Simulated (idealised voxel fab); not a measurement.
Process module under the name voxel self aligned vias
Shown is cross-section cut, with a width of 270 nm and square cells of size 5 nm.
A cross-section is a grid of square cells, given in bands from the top down. A band is one or more rows of cells. Band: top height; bottom height; in nm. Then, left to right: material with width in nm, for each material. "everywhere": a single material spanning edge to edge. "empty": empty space. Beneath 0, the wafer as received is one material, and that level is where height counting begins. The lowest band goes on downward without a bottom; it is written like "0..down". Think of "30..40" as a width that walks from the first number to the second as you go down the band, top row to bottom row, taking equal-sized steps from row to row. "left unchanged", as given for a step, is the statement that not any cell of the cross-section underwent a change during that step. "Trapped cavities" enumerates empty spaces isolated from the top, with no open way to it, that contain at least 8 cells, giving each as width x height at distance from the left edge, all three in nm. Read whatever lies past the settings on a step's line as the simulator's own remark about the step. The line of a step may include "overlay nm". On a step with a mask, this value is how far to the right of its planned place the mask lay. A negative value means the mask lay to the left. Guide to the pairs. Each holds a before and an after cross-section around one process step; the after cross-section is cut off at the lowest band that changed. Look under the pair for the step between them and its settings. Pairs can come from different runs of this module on the same starting wafer, so a pair follows on from the one above it only where its entry headed "Pre-step view" says it does.

### Pre-step view
  65..50: lowk everywhere
  50..45: lowk 45, then SiN 25, then lowk 50, then SiN 25, then lowk 50, then SiN 25, then lowk 50
  45..25: lowk 45, then TiN 5, then W 15, then TiN 5, then lowk 50, then TiN 5, then W 15, then TiN 5, then lowk 50, then TiN 5, then W 15, then TiN 5, then lowk 50
  25..20: lowk 45, then TiN 25, then lowk 50, then TiN 25, then lowk 50, then TiN 25, then lowk 50
  20..15: SiCN everywhere
  15..0: SiO2 everywhere
  0..down: Si everywhere
  Trapped cavities: none

### Resulting Cross-Section
  65..50: lowk 45, then empty 45, then lowk 30, then empty 45, then lowk 30, then empty 45, then lowk 30
  Under the height 50 nothing was changed.
  Trapped cavities: none
Transition step, before and after shown above: MASKED_ETCH: tone open, mask id VIAS, width nm 45, pitch nm 75, etch materials lowk, depth nm 15, overlay nm 10

Pre-step view: it's just the after picture from the pair right above this one.

### Resulting Cross-Section
  65..50: lowk 45, then empty 45, then lowk 30, then empty 45, then lowk 30, then empty 45, then lowk 30
  50..45: lowk 45, then empty 25, then lowk 50, then empty 25, then lowk 50, then empty 25, then lowk 50
  Under the height 45 nothing was changed.
  Trapped cavities: none
Transition step, before and after shown above: MASKED_ETCH: tone open, mask id VIAS, width nm 45, pitch nm 75, etch materials SiN, depth nm 5, overlay nm 0

Pre-step view: it's just the after picture from the pair right above this one.

### Resulting Cross-Section
  70..65: TiN 50, then empty 35, then TiN 40, then empty 35, then TiN 40, then empty 35, then TiN 35
  65..55: lowk 45, then TiN 5, then empty 35, then TiN 5, then lowk 30, then TiN 5, then empty 35, then TiN 5, then lowk 30, then TiN 5, then empty 35, then TiN 5, then lowk 30
  55..50: lowk 45, then TiN 5, then empty 15, then TiN 25, then lowk 30, then TiN 5, then empty 15, then TiN 25, then lowk 30, then TiN 5, then empty 15, then TiN 25, then lowk 30
  50..45: lowk 45, then TiN 25, then lowk 50, then TiN 25, then lowk 50, then TiN 25, then lowk 50
  Under the height 45 nothing was changed.
  Trapped cavities: none
Transition step, before and after shown above: CONFORMAL_DEP: material TiN, thk nm 5

Pre-step view: it's just the after picture from the pair right above this one.

### Resulting Cross-Section
  80..70: Cu everywhere
  70..65: TiN 50, then Cu 35, then TiN 40, then Cu 35, then TiN 40, then Cu 35, then TiN 35
  65..55: lowk 45, then TiN 5, then Cu 35, then TiN 5, then lowk 30, then TiN 5, then Cu 35, then TiN 5, then lowk 30, then TiN 5, then Cu 35, then TiN 5, then lowk 30
  55..50: lowk 45, then TiN 5, then Cu 15, then TiN 25, then lowk 30, then TiN 5, then Cu 15, then TiN 25, then lowk 30, then TiN 5, then Cu 15, then TiN 25, then lowk 30
  Under the height 50 nothing was changed.
  Trapped cavities: none
Transition step, before and after shown above: FILL_DEP: material Cu, thk nm 10

Pre-step view: it's just the after picture from the pair right above this one.

### Resulting Cross-Section
  65..55: lowk 45, then TiN 5, then Cu 35, then TiN 5, then lowk 30, then TiN 5, then Cu 35, then TiN 5, then lowk 30, then TiN 5, then Cu 35, then TiN 5, then lowk 30
  Under the height 55 nothing was changed.
  Trapped cavities: none
Transition step, before and after shown above: CMP: height nm 65

Pre-step view: it's just the after picture from the pair right above this one.

### Resulting Cross-Section
  70..65: SiN everywhere
  Under the height 65 nothing was changed.
  Trapped cavities: none
Transition step, before and after shown above: CONFORMAL_DEP: material SiN, thk nm 5

### Pre-step view
  15..0: SiO2 everywhere
  0..down: Si everywhere
  Trapped cavities: none

### Resulting Cross-Section
  20..15: Cu everywhere
  Under the height 15 nothing was changed.
  Trapped cavities: none
Transition step, before and after shown above: CONFORMAL_DEP: material Cu, thk nm 5

Pre-step view: it's just the after picture from the pair right above this one.

### Resulting Cross-Section
  50..20: lowk everywhere
  Under the height 20 nothing was changed.
  Trapped cavities: none
Transition step, before and after shown above: DIRECTIONAL_DEP: material lowk, thk nm 30

Pre-step view: it's just the after picture from the pair right above this one.

### Resulting Cross-Section
  50..20: lowk 45, then empty 25, then lowk 50, then empty 25, then lowk 50, then empty 25, then lowk 50
  Under the height 20 nothing was changed.
  Trapped cavities: none
Transition step, before and after shown above: MASKED_ETCH: tone open, mask id LINES, width nm 25, pitch nm 75, etch materials lowk, depth nm 30, overlay nm 0

Pre-step view: it's just the after picture from the pair right above this one.

### Resulting Cross-Section
  55..50: TiN 50, then empty 15, then TiN 60, then empty 15, then TiN 60, then empty 15, then TiN 55
  50..25: lowk 45, then TiN 5, then empty 15, then TiN 5, then lowk 50, then TiN 5, then empty 15, then TiN 5, then lowk 50, then TiN 5, then empty 15, then TiN 5, then lowk 50
  25..20: lowk 45, then TiN 25, then lowk 50, then TiN 25, then lowk 50, then TiN 25, then lowk 50
  Under the height 20 nothing was changed.
  Trapped cavities: none
Transition step, before and after shown above: CONFORMAL_DEP: material TiN, thk nm 5

Pre-step view: it's just the after picture from the pair right above this one.

### Resulting Cross-Section
  65..55: W everywhere
  55..50: TiN 50, then W 15, then TiN 60, then W 15, then TiN 60, then W 15, then TiN 55
  50..25: lowk 45, then TiN 5, then W 15, then TiN 5, then lowk 50, then TiN 5, then W 15, then TiN 5, then lowk 50, then TiN 5, then W 15, then TiN 5, then lowk 50
  Under the height 25 nothing was changed.
  Trapped cavities: none
Transition step, before and after shown above: FILL_DEP: material W, thk nm 10

Pre-step view: it's just the after picture from the pair right above this one.

### Resulting Cross-Section
  50..25: lowk 45, then TiN 5, then W 15, then TiN 5, then lowk 50, then TiN 5, then W 15, then TiN 5, then lowk 50, then TiN 5, then W 15, then TiN 5, then lowk 50
  Under the height 25 nothing was changed.
  Trapped cavities: none
Transition step, before and after shown above: CMP: height nm 50

Pre-step view: it's just the after picture from the pair right above this one.

### Resulting Cross-Section
  50..45: lowk 45, then empty 25, then lowk 50, then empty 25, then lowk 50, then empty 25, then lowk 50
  Under the height 45 nothing was changed.
  Trapped cavities: none
Transition step, before and after shown above: SELECTIVE_ETCH: etch materials W Ru TiN, depth nm 5

Pre-step view: it's just the after picture from the pair right above this one.

### Resulting Cross-Section
  55..50: SiN everywhere
  50..45: lowk 45, then SiN 25, then lowk 50, then SiN 25, then lowk 50, then SiN 25, then lowk 50
  Under the height 45 nothing was changed.
  Trapped cavities: none
Transition step, before and after shown above: FILL_DEP: material SiN, thk nm 5

Pre-step view: it's just the after picture from the pair right above this one.

### Resulting Cross-Section
  50..45: lowk 45, then SiN 25, then lowk 50, then SiN 25, then lowk 50, then SiN 25, then lowk 50
  Under the height 45 nothing was changed.
  Trapped cavities: none
Transition step, before and after shown above: CMP: height nm 50

Pre-step view: it's just the after picture from the pair right above this one.

### Resulting Cross-Section
  65..50: lowk everywhere
  Under the height 50 nothing was changed.
  Trapped cavities: none
Transition step, before and after shown above: DIRECTIONAL_DEP: material lowk, thk nm 15

Pre-step view: it's just the after picture from the pair right above this one.

### Resulting Cross-Section
  65..50: lowk 35, then empty 45, then lowk 30, then empty 45, then lowk 30, then empty 45, then lowk 40
  Under the height 50 nothing was changed.
  Trapped cavities: none
Transition step, before and after shown above: MASKED_ETCH: tone open, mask id VIAS, width nm 45, pitch nm 75, etch materials lowk, depth nm 15, overlay nm 0

Pre-step view: it's just the after picture from the pair right above this one.

### Resulting Cross-Section
  65..50: lowk 35, then empty 45, then lowk 30, then empty 45, then lowk 30, then empty 45, then lowk 40
  50..45: lowk 45, then empty 25, then lowk 50, then empty 25, then lowk 50, then empty 25, then lowk 50
  Under the height 45 nothing was changed.
  Trapped cavities: none
Transition step, before and after shown above: MASKED_ETCH: tone open, mask id VIAS, width nm 45, pitch nm 75, etch materials SiN, depth nm 5, overlay nm 0

Pre-step view: it's just the after picture from the pair right above this one.

### Resulting Cross-Section
  70..65: TiN 40, then empty 35, then TiN 40, then empty 35, then TiN 40, then empty 35, then TiN 45
  65..55: lowk 35, then TiN 5, then empty 35, then TiN 5, then lowk 30, then TiN 5, then empty 35, then TiN 5, then lowk 30, then TiN 5, then empty 35, then TiN 5, then lowk 40
  55..50: lowk 35, then TiN 15, then empty 15, then TiN 15, then lowk 30, then TiN 15, then empty 15, then TiN 15, then lowk 30, then TiN 15, then empty 15, then TiN 15, then lowk 40
  50..45: lowk 45, then TiN 25, then lowk 50, then TiN 25, then lowk 50, then TiN 25, then lowk 50
  Under the height 45 nothing was changed.
  Trapped cavities: none
Transition step, before and after shown above: CONFORMAL_DEP: material TiN, thk nm 5

Pre-step view: it's just the after picture from the pair right above this one.

### Resulting Cross-Section
  80..70: Cu everywhere
  70..65: TiN 40, then Cu 35, then TiN 40, then Cu 35, then TiN 40, then Cu 35, then TiN 45
  65..55: lowk 35, then TiN 5, then Cu 35, then TiN 5, then lowk 30, then TiN 5, then Cu 35, then TiN 5, then lowk 30, then TiN 5, then Cu 35, then TiN 5, then lowk 40
  55..50: lowk 35, then TiN 15, then Cu 15, then TiN 15, then lowk 30, then TiN 15, then Cu 15, then TiN 15, then lowk 30, then TiN 15, then Cu 15, then TiN 15, then lowk 40
  Under the height 50 nothing was changed.
  Trapped cavities: none
Transition step, before and after shown above: FILL_DEP: material Cu, thk nm 10

Pre-step view: it's just the after picture from the pair right above this one.

### Resulting Cross-Section
  65..55: lowk 35, then TiN 5, then Cu 35, then TiN 5, then lowk 30, then TiN 5, then Cu 35, then TiN 5, then lowk 30, then TiN 5, then Cu 35, then TiN 5, then lowk 40
  Under the height 55 nothing was changed.
  Trapped cavities: none
Transition step, before and after shown above: CMP: height nm 65

Pre-step view: it's just the after picture from the pair right above this one.

### Resulting Cross-Section
  70..65: SiN everywhere
  Under the height 65 nothing was changed.
  Trapped cavities: none
Transition step, before and after shown above: CONFORMAL_DEP: material SiN, thk nm 5

### Pre-step view
  65..50: lowk everywhere
  50..45: lowk 45, then SiN 25, then lowk 50, then SiN 25, then lowk 50, then SiN 25, then lowk 50
  45..25: lowk 45, then TiN 5, then W 15, then TiN 5, then lowk 50, then TiN 5, then W 15, then TiN 5, then lowk 50, then TiN 5, then W 15, then TiN 5, then lowk 50
  25..20: lowk 45, then TiN 25, then lowk 50, then TiN 25, then lowk 50, then TiN 25, then lowk 50
  20..15: SiCN everywhere
  15..0: SiO2 everywhere
  0..down: Si everywhere
  Trapped cavities: none

### Resulting Cross-Section
  65..50: empty 35, then lowk 45, then empty 30, then lowk 45, then empty 30, then lowk 45, then empty 40
  Under the height 50 nothing was changed.
  Trapped cavities: none
Transition step, before and after shown above: MASKED_ETCH: tone cover, mask id VIAS, width nm 45, pitch nm 75, etch materials lowk, depth nm 15, overlay nm 0

Pre-step view: it's just the after picture from the pair right above this one.

### Resulting Cross-Section
  70..65: empty 30, then TiN 55, then empty 20, then TiN 55, then empty 20, then TiN 55, then empty 35
  65..55: empty 30, then TiN 5, then lowk 45, then TiN 5, then empty 20, then TiN 5, then lowk 45, then TiN 5, then empty 20, then TiN 5, then lowk 45, then TiN 5, then empty 35
  55..50: TiN 35, then lowk 45, then TiN 30, then lowk 45, then TiN 30, then lowk 45, then TiN 40
  Under the height 50 nothing was changed.
  Trapped cavities: none
Transition step, before and after shown above: CONFORMAL_DEP: material TiN, thk nm 5

Pre-step view: it's just the after picture from the pair right above this one.

### Resulting Cross-Section
  80..70: Cu everywhere
  70..65: Cu 30, then TiN 55, then Cu 20, then TiN 55, then Cu 20, then TiN 55, then Cu 35
  65..55: Cu 30, then TiN 5, then lowk 45, then TiN 5, then Cu 20, then TiN 5, then lowk 45, then TiN 5, then Cu 20, then TiN 5, then lowk 45, then TiN 5, then Cu 35
  Under the height 55 nothing was changed.
  Trapped cavities: none
Transition step, before and after shown above: FILL_DEP: material Cu, thk nm 10

Pre-step view: it's just the after picture from the pair right above this one.

### Resulting Cross-Section
  65..55: Cu 30, then TiN 5, then lowk 45, then TiN 5, then Cu 20, then TiN 5, then lowk 45, then TiN 5, then Cu 20, then TiN 5, then lowk 45, then TiN 5, then Cu 35
  Under the height 55 nothing was changed.
  Trapped cavities: none
Transition step, before and after shown above: CMP: height nm 65

Pre-step view: it's just the after picture from the pair right above this one.

### Resulting Cross-Section
  70..65: SiN everywhere
  Under the height 65 nothing was changed.
  Trapped cavities: none
Transition step, before and after shown above: CONFORMAL_DEP: material SiN, thk nm 5
